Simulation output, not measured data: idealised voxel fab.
The following process module bears the name voxel capacitor over wiring.
Each square cell in cross-section cut measures 5 nm, and the section as a whole is 155 nm wide.
Cross-sections here: square-cell grids, written as top-down lists of bands, a band being one or more rows of cells.
In this notation a band is specified by the heights of its top and bottom, in that order and in nm, after which its materials appear from left to right, each paired with its width in nm. The word "full width" attached to a single material means that material fills the band from edge to edge; the word "air" stands for empty space.
Heights are expressed relative to 0, this being the level below which the as-received wafer comprises one material exclusively. The lowest band is unbounded in the downward direction and is denoted as in "0 -> down".
Top row gets the first number, bottom row gets the second, and each row in between changes by the same step: that is how a band width like "30 to 40" works.
When a step is marked "no modification", none of the cells in the cross-section changed during that step.
Enclosed voids (no open way to top), threshold 8 cells or more, entry "Sealed-off cavities", notation width x height at distance, distance from left edge, nm.
The remark found on a step's line after its settings is issued by the simulator itself and pertains to that step.
overlay nm: on a step with a mask, how far right of its planned place the mask lay; negative means left.

### The process steps that were planned are listed below
1,RECEIVE: material Si
2,CONFORMAL_DEP: material SiO2, thk nm 15
3,DIRECTIONAL_DEP: material TiN, thk nm 5
4,DIRECTIONAL_DEP: material W, thk nm 15
5,PATTERN: tone cover, mask id METAL_1, material resist, width nm 25, pitch nm 95, thk nm 20, overlay nm 0
6,DIRECTIONAL_ETCH: etch materials W, depth nm 15
7,DIRECTIONAL_ETCH: etch materials TiN, depth nm 5
8,STRIP: etch materials resist
9,FILL_DEP: material lowk, thk nm 5
10,CMP: height nm 35
11,CONFORMAL_DEP: material SiCN, thk nm 5
12,DIRECTIONAL_DEP: material SiO2, thk nm 20
13,MASKED_ETCH: tone open, mask id PLUG_1, width nm 15, etch materials SiO2, depth nm 20, overlay nm 0
14,MASKED_ETCH: tone open, mask id PLUG_1, width nm 15, etch materials SiCN, depth nm 5, overlay nm 0
15,CONFORMAL_DEP: material TiN, thk nm 5
16,FILL_DEP: material Cu, thk nm 5
17,CMP: height nm 60
18,DIRECTIONAL_DEP: material TiN, thk nm 10
19,DIRECTIONAL_DEP: material SiN, thk nm 5
20,DIRECTIONAL_DEP: material TiN, thk nm 10
21,MASKED_ETCH: tone cover, mask id UPPER_PLATE, width nm 65, etch materials TiN, depth nm 10, overlay nm 0
22,MASKED_ETCH: tone cover, mask id UPPER_PLATE, width nm 75, etch materials SiN, depth nm 5, overlay nm 0
23,MASKED_ETCH: tone cover, mask id LOWER_PLATE, width nm 85, etch materials TiN, depth nm 10, overlay nm 0
24,FILL_DEP: material SiO2, thk nm 15
25,CMP: height nm 95
26,PATTERN: tone open, mask id PLUG_2, material resist, width nm 15, thk nm 20, overlay nm 0
27,DIRECTIONAL_ETCH: etch materials SiO2, depth nm 10
28,STRIP: etch materials resist
29,CONFORMAL_DEP: material TiN, thk nm 5
30,FILL_DEP: material Ru, thk nm 5
31,CMP: height nm 95
32,CONFORMAL_DEP: material SiCN, thk nm 5
The plan shows the width nm of step 21 as the first wafer had it; this setting differs between the wafers, which start out alike.

### Cut through the first of several wafers as received, post step 1
* 0 -> down = Si full width
* Sealed-off cavities: none

### End of module, by wafer: material-by-material cell gain (+) or loss (-) since receipt, then closed voids
width nm 65; +4 Cu; +1 Ru; +59 SiCN; +15 SiN; +341 SiO2; +86 TiN; +30 W; +84 lowk; Sealed-off cavities: none
width nm 70; +4 Cu; +1 Ru; +59 SiCN; +15 SiN; +339 SiO2; +88 TiN; +30 W; +84 lowk; Sealed-off cavities: none
width nm 75; +4 Cu; +1 Ru; +59 SiCN; +15 SiN; +337 SiO2; +90 TiN; +30 W; +84 lowk; Sealed-off cavities: none
width nm 80; +4 Cu; +1 Ru; +59 SiCN; +16 SiN; +334 SiO2; +92 TiN; +30 W; +84 lowk; Sealed-off cavities: none
width nm 85; +4 Cu; +1 Ru; +59 SiCN; +17 SiN; +331 SiO2; +94 TiN; +30 W; +84 lowk; Sealed-off cavities: none
width nm 90; +4 Cu; +1 Ru; +59 SiCN; +18 SiN; +328 SiO2; +96 TiN; +30 W; +84 lowk; Sealed-off cavities: none
